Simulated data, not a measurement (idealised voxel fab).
process module | voxel spacer lines
cross-section cut | 195 nm wide | cells 5 nm
A cross-section is a grid of square cells, given in bands from the top down. A band is one or more rows of cells.
Each band's line starts with the height of the band's top and of its bottom, in nm. Then come its materials from left to right, each with its width in nm. One material with "throughout" fills the band from edge to edge. "air" is empty space.
Height 0 is the level under which the wafer as received is all one material. The lowest band goes on downwards, as in "0 down".
A width such as "30 to 40" changes by the same amount from each row of cells to the next, from the band's top row to its bottom row.
"no change" after a step means that no cell of the cross-section changed.
closed voids: empty space of 8 cells or more with no open way to the top, each as width x height at its distance from the left edge, in nm
after a step's settings: what the simulator itself notes on the step
overlay nm, on a step with a mask: how far to the right of its planned place the mask lay; to the left if negative
plan
1 op RECEIVE | material Si
2 op CONFORMAL_DEP | material Al2O3 | thk nm 10
3 op DIRECTIONAL_DEP | material W | thk nm 15
4 op DIRECTIONAL_DEP | material polySi | thk nm 25
5 op PATTERN | tone cover | mask id MANDREL | material resist | width nm 20 | pitch nm 60 | thk nm 30 | overlay nm 0
6 op DIRECTIONAL_ETCH | etch materials polySi | depth nm 25
7 op STRIP | etch materials resist
8 op CONFORMAL_DEP | material SiO2 | thk nm 10
9 op DIRECTIONAL_ETCH | etch materials SiO2 | depth nm 10
10 op STRIP | etch materials polySi
11 op DIRECTIONAL_ETCH | etch materials W | depth nm 15
12 op STRIP | etch materials SiO2
as received, after step 1
  0 down: Si throughout
  closed voids: none
a wafer at the end: this start, this plan, one mistake
  30 to 15: air 15 | W 10 | air 20 | W 10 | air 20 | W 10 | air 20 | W 10 | air 20 | W 10 | air 20 | W 10 | air 20
  15 to 0: Al2O3 throughout
  0 down: Si throughout
  closed voids: none
what went wrong: step 2 ran as: op CONFORMAL_DEP | material Al2O3 | thk nm 15
